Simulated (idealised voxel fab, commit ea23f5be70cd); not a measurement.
Herein follows the process module entitled voxel self aligned contacts.
We display cut, a cross-section 210 nm in width whose square cells are each 5 nm.
A cross-section is a grid of square cells, given in bands from the top down. A band is one or more rows of cells.
First you get the band's top height and its bottom height, in nm, and then the materials it's made of, left to right, with each width in nm. If you see a single material with "throughout", that one covers the band edge to edge. "blank" is empty space.
Zero point of the height axis is 0; under it, received wafer = one material. Lowest band: continues down indefinitely, "0 down".
So if you see something like "30->40" for the width, read it as the top row of the band sitting at the first number and the bottom row at the second, with every row in between moving by the same amount as the last.
A step reported as "everything unchanged" is a step in which no cell of the cross-section changed.
The list in "Fully enclosed voids" covers empty spaces of 8 cells or more that cannot reach the top through any open way, and it gives each as width x height at distance; the distance is from the left edge, and width, height and distance are in nm.
Heads up: the bit after the settings on a step's line is the simulator's remark on that step.
"overlay nm", when on a step's line for a step with a mask, measures how far to the right of its planned place the mask lay; a negative measure means to the left.
-- Here's what the planned process steps look like
1. op RECEIVE | material Si
2. op OXIDIZE | depth nm 5
3. op DIRECTIONAL_DEP | material polySi | thk nm 30
4. op DIRECTIONAL_DEP | material SiN | thk nm 20
5. op MASKED_ETCH | tone cover | mask id GATE | width nm 25 | pitch nm 60 | etch materials SiN | depth nm 20 | overlay nm 0
6. op MASKED_ETCH | tone cover | mask id GATE | width nm 25 | pitch nm 60 | etch materials polySi | depth nm 30 | overlay nm 0
7. op CONFORMAL_DEP | material SiN | thk nm 10
8. op DIRECTIONAL_ETCH | etch materials SiN | depth nm 10
9. op FILL_DEP | material SiO2 | thk nm 15
10. op CMP | height nm 60
11. op MASKED_ETCH | tone open | mask id CONTACT | width nm 45 | etch materials SiO2 | depth nm 65 | overlay nm 0
12. op CONFORMAL_DEP | material TiN | thk nm 5
13. op FILL_DEP | material W | thk nm 10
14. op CMP | height nm 60
15. op CONFORMAL_DEP | material SiN | thk nm 5
-- as received, after step 1
* 0 down = Si throughout
* Fully enclosed voids: none
-- Cross-section taken at module completion on the first of two wafers; processed per the plan
* 65 to 60 = SiN throughout
* 60 to 50 = SiO2 (80) | TiN (5->20) | W (35->5) | TiN (5->20) | SiO2 (85)
* 50 to 30 = SiO2 (50) | SiN (45) | TiN (5) | W (5) | TiN (5) | SiN (45) | SiO2 (55)
* 30 to 0 = SiO2 (50) | SiN (10) | polySi (25) | SiN (10) | TiN (5) | W (5) | TiN (5) | SiN (10) | polySi (25) | SiN (10) | SiO2 (55)
* 0 to -5 = SiO2 (95) | TiN (15) | SiO2 (100)
* -5 down = Si throughout
* Fully enclosed voids: none
-- Cross-section, wafer two of two, end of module: same start and plan as wafer one, one error in execution
* 65 to 60 = SiN throughout
* 60 to 50 = SiO2 (80) | TiN (5->20) | W (35->5) | TiN (5->20) | SiO2 (85)
* 50 to 30 = SiO2 (50) | SiN (45) | TiN (5) | W (5) | TiN (5) | SiN (45) | SiO2 (55)
* 30 to 5 = SiO2 (50) | SiN (10) | polySi (25) | SiN (10) | TiN (5) | W (5) | TiN (5) | SiN (10) | polySi (25) | SiN (10) | SiO2 (55)
* 5 to 0 = SiO2 (50) | SiN (10) | polySi (25) | SiN (10) | TiN (15) | SiN (10) | polySi (25) | SiN (10) | SiO2 (55)
* 0 down = Si throughout
* Fully enclosed voids: none
In executing the process, a mistake was made relative to the plan: step 2 of the plan was bypassed and not carried out
Once processing is complete, comparing cell counts shows that the second wafer has more or fewer of certain materials than the first: Si: 42 more | SiO2: 39 fewer | TiN: 2 fewer | W: 1 fewer
